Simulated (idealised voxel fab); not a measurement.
A process module follows: voxel ribs on slabs.
For reference, the cross-section in this document is cut, with width 150 nm and square cells of 5 nm.
Square cells in a grid make up a cross-section in this document, and the grid is given as bands, listed from the top down, each one or more rows of cells. The band entry comprises the height of the band's top followed by the height of its bottom, expressed in nm, and subsequently the band's materials from left to right, each stated together with its width in nm. Where a single material is marked with the word "everywhere", that material fills the band from edge to edge. The word "air" represents empty space. Basically, 0 is our baseline, since under it the wafer straight out of the box is all one material. The bottom band has no lower end and keeps on going down, so it looks like "top 0, no bottom". A width such as "30->40" changes by the same amount from each row of cells to the next, from the band's top row to its bottom row. The cross-section has no changed cell in any step marked "same as before". "Enclosed voids" contains a list of empty spaces, each no smaller than 8 cells and without an open way to the top, written in the form width x height at distance with the distance from the left edge and all three in nm. That trailing text on a step's line, after the settings, is the simulator's own remark on the step. overlay nm: mask right of planned place by this much (step with mask). Neg. = left.

**Intended process steps**
1) RECEIVE | material Si
2) DIRECTIONAL_DEP | material SiO2 | thk nm 25
3) DIRECTIONAL_DEP | material polySi | thk nm 15
4) DIRECTIONAL_DEP | material aC | thk nm 10
5) PATTERN | tone cover | mask id RIB | material resist | width nm 15 | thk nm 25 | overlay nm 0
6) DIRECTIONAL_ETCH | etch materials aC | depth nm 10
7) STRIP | etch materials resist
8) DIRECTIONAL_ETCH | etch materials polySi | depth nm 10
9) STRIP | etch materials aC
10) DIRECTIONAL_DEP | material aC | thk nm 15
11) PATTERN | tone cover | mask id SLAB | material resist | width nm 55 | thk nm 35 | overlay nm 0
12) DIRECTIONAL_ETCH | etch materials aC | depth nm 15
13) STRIP | etch materials resist
14) DIRECTIONAL_ETCH | etch materials polySi | depth nm 5
15) STRIP | etch materials aC
16) FILL_DEP | material SiO2 | thk nm 15
17) CMP | height nm 50
18) DIRECTIONAL_DEP | material TiN | thk nm 10
19) DIRECTIONAL_DEP | material aC | thk nm 15
20) PATTERN | tone cover | mask id HEATER | material resist | width nm 25 | thk nm 35 | overlay nm 0
21) DIRECTIONAL_ETCH | etch materials aC | depth nm 15
22) STRIP | etch materials resist
23) DIRECTIONAL_ETCH | etch materials TiN | depth nm 10
24) STRIP | etch materials aC
25) CONFORMAL_DEP | material SiN | thk nm 5

**First wafer, two in total, run as planned**

**As received (post step 1): cross-section**
	top 0, no bottom | Si everywhere
	Enclosed voids: none

**after step 2**
	top 25, bottom 0 | SiO2 everywhere
	Heights below 0 show no change.

**after step 3**
	top 40, bottom 25 | polySi everywhere
	Heights below 25 show no change.

**after step 4**
	top 50, bottom 40 | aC everywhere
	Heights below 40 show no change.

**after step 5**
	top 75, bottom 50 | air 65 nm / resist 15 nm / air 70 nm
	Heights below 50 show no change.

**after step 6**
	top 65, bottom 50 | air 65 nm / resist 15 nm / air 70 nm
	top 50, bottom 40 | air 65 nm / aC 15 nm / air 70 nm
	Heights below 40 show no change.

**after step 7**
	top 50, bottom 40 | air 65 nm / aC 15 nm / air 70 nm
	Heights below 40 show no change.

**after step 8**
	top 50, bottom 40 | air 65 nm / aC 15 nm / air 70 nm
	top 40, bottom 30 | air 65 nm / polySi 15 nm / air 70 nm
	Heights below 30 show no change.

**after step 9**
	top 40, bottom 30 | air 65 nm / polySi 15 nm / air 70 nm
	Heights below 30 show no change.

**after step 10**
	top 55, bottom 45 | air 65 nm / aC 15 nm / air 70 nm
	top 45, bottom 40 | aC everywhere
	top 40, bottom 30 | aC 65 nm / polySi 15 nm / aC 70 nm
	Heights below 30 show no change.

**after step 11**
	top 90, bottom 55 | air 45 nm / resist 55 nm / air 50 nm
	top 55, bottom 45 | air 45 nm / resist 20 nm / aC 15 nm / resist 20 nm / air 50 nm
	Heights below 45 show no change.

**after step 12**
	top 75, bottom 55 | air 45 nm / resist 55 nm / air 50 nm
	top 55, bottom 45 | air 45 nm / resist 20 nm / aC 15 nm / resist 20 nm / air 50 nm
	top 45, bottom 40 | air 45 nm / aC 55 nm / air 50 nm
	top 40, bottom 30 | air 45 nm / aC 20 nm / polySi 15 nm / aC 20 nm / air 50 nm
	Heights below 30 show no change.

**after step 13**
	top 55, bottom 45 | air 65 nm / aC 15 nm / air 70 nm
	Heights below 45 show no change.

**after step 14**
	top 55, bottom 45 | air 65 nm / aC 15 nm / air 70 nm
	top 45, bottom 40 | air 45 nm / aC 55 nm / air 50 nm
	top 40, bottom 30 | air 45 nm / aC 20 nm / polySi 15 nm / aC 20 nm / air 50 nm
	top 30, bottom 25 | air 45 nm / polySi 55 nm / air 50 nm
	Heights below 25 show no change.

**after step 15**
	top 40, bottom 30 | air 65 nm / polySi 15 nm / air 70 nm
	Heights below 30 show no change.

**after step 16**
	top 55, bottom 40 | SiO2 everywhere
	top 40, bottom 30 | SiO2 65 nm / polySi 15 nm / SiO2 70 nm
	top 30, bottom 25 | SiO2 45 nm / polySi 55 nm / SiO2 50 nm
	Heights below 25 show no change.

**after step 17**
	top 50, bottom 40 | SiO2 everywhere
	Heights below 40 show no change.

**after step 18**
	top 60, bottom 50 | TiN everywhere
	Heights below 50 show no change.

**after step 19**
	top 75, bottom 60 | aC everywhere
	Heights below 60 show no change.

**after step 20**
	top 110, bottom 75 | air 60 nm / resist 25 nm / air 65 nm
	Heights below 75 show no change.

**after step 21**
	top 95, bottom 75 | air 60 nm / resist 25 nm / air 65 nm
	top 75, bottom 60 | air 60 nm / aC 25 nm / air 65 nm
	Heights below 60 show no change.

**after step 22**
	top 75, bottom 60 | air 60 nm / aC 25 nm / air 65 nm
	Heights below 60 show no change.

**after step 23**
	top 75, bottom 60 | air 60 nm / aC 25 nm / air 65 nm
	top 60, bottom 50 | air 60 nm / TiN 25 nm / air 65 nm
	Heights below 50 show no change.

**after step 24**
	top 60, bottom 50 | air 60 nm / TiN 25 nm / air 65 nm
	Heights below 50 show no change.

**after step 25**
	top 65, bottom 60 | air 55 nm / SiN 35 nm / air 60 nm
	top 60, bottom 55 | air 55 nm / SiN 5 nm / TiN 25 nm / SiN 5 nm / air 60 nm
	top 55, bottom 50 | SiN 60 nm / TiN 25 nm / SiN 65 nm
	Heights below 50 show no change.

**Okay, second wafer. Nothing different at the start, nothing different in the plan, just one mistake somewhere in the running. As far as step 10, counting that step, it's the first wafer all over again**

**Second wafer, sectioned view, at step 11's planned end time**
	top 90, bottom 55 | air 35 nm / resist 55 nm / air 60 nm
	top 55, bottom 45 | air 35 nm / resist 30 nm / aC 15 nm / resist 10 nm / air 60 nm
	Heights below 45 show no change.

**Second wafer, sectioned view, at step 12's planned end time**
	top 75, bottom 55 | air 35 nm / resist 55 nm / air 60 nm
	top 55, bottom 45 | air 35 nm / resist 30 nm / aC 15 nm / resist 10 nm / air 60 nm
	top 45, bottom 40 | air 35 nm / aC 55 nm / air 60 nm
	top 40, bottom 30 | air 35 nm / aC 30 nm / polySi 15 nm / aC 10 nm / air 60 nm
	Heights below 30 show no change.

**Second wafer, sectioned view, at step 13's planned end time**
	top 55, bottom 45 | air 65 nm / aC 15 nm / air 70 nm
	Heights below 45 show no change.

**Second wafer, sectioned view, at step 14's planned end time**
	top 55, bottom 45 | air 65 nm / aC 15 nm / air 70 nm
	top 45, bottom 40 | air 35 nm / aC 55 nm / air 60 nm
	top 40, bottom 30 | air 35 nm / aC 30 nm / polySi 15 nm / aC 10 nm / air 60 nm
	top 30, bottom 25 | air 35 nm / polySi 55 nm / air 60 nm
	Heights below 25 show no change.

**Second wafer, sectioned view, at step 15's planned end time**
	top 40, bottom 30 | air 65 nm / polySi 15 nm / air 70 nm
	Heights below 30 show no change.

**Second wafer, sectioned view, at step 16's planned end time**
	top 55, bottom 40 | SiO2 everywhere
	top 40, bottom 30 | SiO2 65 nm / polySi 15 nm / SiO2 70 nm
	top 30, bottom 25 | SiO2 35 nm / polySi 55 nm / SiO2 60 nm
	Heights below 25 show no change.

**Second wafer, sectioned view, at step 17's planned end time**
	top 50, bottom 40 | SiO2 everywhere
	Heights below 40 show no change.

**Second wafer, sectioned view, at step 18's planned end time**
	top 60, bottom 50 | TiN everywhere
	Heights below 50 show no change.

**Second wafer, sectioned view, at step 19's planned end time**
	top 75, bottom 60 | aC everywhere
	Heights below 60 show no change.

**Second wafer, sectioned view, at step 20's planned end time**
	top 110, bottom 75 | air 60 nm / resist 25 nm / air 65 nm
	Heights below 75 show no change.

**Second wafer, sectioned view, at step 21's planned end time**
	top 95, bottom 75 | air 60 nm / resist 25 nm / air 65 nm
	top 75, bottom 60 | air 60 nm / aC 25 nm / air 65 nm
	Heights below 60 show no change.

**Second wafer, sectioned view, at step 22's planned end time**
	top 75, bottom 60 | air 60 nm / aC 25 nm / air 65 nm
	Heights below 60 show no change.

**Second wafer, sectioned view, at step 23's planned end time**
	top 75, bottom 60 | air 60 nm / aC 25 nm / air 65 nm
	top 60, bottom 50 | air 60 nm / TiN 25 nm / air 65 nm
	Heights below 50 show no change.

**Second wafer, sectioned view, at step 24's planned end time**
	top 60, bottom 50 | air 60 nm / TiN 25 nm / air 65 nm
	Heights below 50 show no change.

**Second wafer, sectioned view, at step 25's planned end time**
	top 65, bottom 60 | air 55 nm / SiN 35 nm / air 60 nm
	top 60, bottom 55 | air 55 nm / SiN 5 nm / TiN 25 nm / SiN 5 nm / air 60 nm
	top 55, bottom 50 | SiN 60 nm / TiN 25 nm / SiN 65 nm
	Heights below 50 show no change.
Run error: step 11 did not use the planned setting and instead ran as PATTERN | tone cover | mask id SLAB | material resist | width nm 55 | thk nm 35 | overlay nm -10
If you tally the cells, the second wafer ends up with the same amount of every material as the first; it's all just sitting in different places.
